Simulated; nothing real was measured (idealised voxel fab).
process module | voxel ribs on slabs
cross-section cut | 255 nm wide | cells 5 nm
A cross-section is a grid of square cells, given in bands from the top down. A band is one or more rows of cells.
Each band's line starts with the height of the band's top and of its bottom, in nm. Then come its materials from left to right, each with its width in nm. One material with "throughout" fills the band from edge to edge. "air" is empty space.
Height 0 is the level under which the wafer as received is all one material. The lowest band goes on downwards, as in "0 down".
A width such as "30 to 40" changes by the same amount from each row of cells to the next, from the band's top row to its bottom row.
"no change" after a step means that no cell of the cross-section changed.
closed voids: empty space of 8 cells or more with no open way to the top, each as width x height at its distance from the left edge, in nm
after a step's settings: what the simulator itself notes on the step
overlay nm, on a step with a mask: how far to the right of its planned place the mask lay; to the left if negative
plan
1 op RECEIVE | material Si
2 op DIRECTIONAL_DEP | material SiO2 | thk nm 25
3 op DIRECTIONAL_DEP | material polySi | thk nm 25
4 op MASKED_ETCH | tone cover | mask id RIB | width nm 20 | etch materials polySi | depth nm 5 | overlay nm 0
5 op DIRECTIONAL_DEP | material aC | thk nm 15
6 op PATTERN | tone cover | mask id SLAB | material resist | width nm 70 | thk nm 30 | overlay nm 0
7 op DIRECTIONAL_ETCH | etch materials aC | depth nm 15
8 op STRIP | etch materials resist
9 op DIRECTIONAL_ETCH | etch materials polySi | depth nm 20
10 op STRIP | etch materials aC
11 op FILL_DEP | material SiO2 | thk nm 15
12 op CMP | height nm 60
13 op DIRECTIONAL_DEP | material TiN | thk nm 5
14 op MASKED_ETCH | tone cover | mask id HEATER | width nm 20 | etch materials TiN | depth nm 5 | overlay nm 0
15 op CONFORMAL_DEP | material SiO2 | thk nm 10
varied across the wafers: width nm of step 14. The plan shows the first wafer's value. All wafers start alike
first wafer as received, after step 1
  0 down: Si throughout
  closed voids: none
first wafer at the end, after step 15
  75 to 70: air 105 | SiO2 40 | air 110
  70 to 65: SiO2 throughout
  65 to 60: SiO2 115 | TiN 20 | SiO2 120
  60 to 50: SiO2 throughout
  50 to 45: SiO2 115 | polySi 20 | SiO2 120
  45 to 25: SiO2 90 | polySi 70 | SiO2 95
  25 to 0: SiO2 throughout
  0 down: Si throughout
  closed voids: none
last wafer at the end
  75 to 70: air 95 | SiO2 65 | air 95
  70 to 65: SiO2 throughout
  65 to 60: SiO2 105 | TiN 45 | SiO2 105
  60 to 50: SiO2 throughout
  50 to 45: SiO2 115 | polySi 20 | SiO2 120
  45 to 25: SiO2 90 | polySi 70 | SiO2 95
  25 to 0: SiO2 throughout
  0 down: Si throughout
  closed voids: none
each wafer at the end: cells of each material gained (+) or lost (-) since it was received, then its closed voids
width nm 20 | +658 SiO2 | +4 TiN | +60 polySi | closed voids: none
width nm 25 | +658 SiO2 | +5 TiN | +60 polySi | closed voids: none
width nm 30 | +658 SiO2 | +6 TiN | +60 polySi | closed voids: none
width nm 35 | +658 SiO2 | +7 TiN | +60 polySi | closed voids: none
width nm 40 | +658 SiO2 | +8 TiN | +60 polySi | closed voids: none
width nm 45 | +658 SiO2 | +9 TiN | +60 polySi | closed voids: none
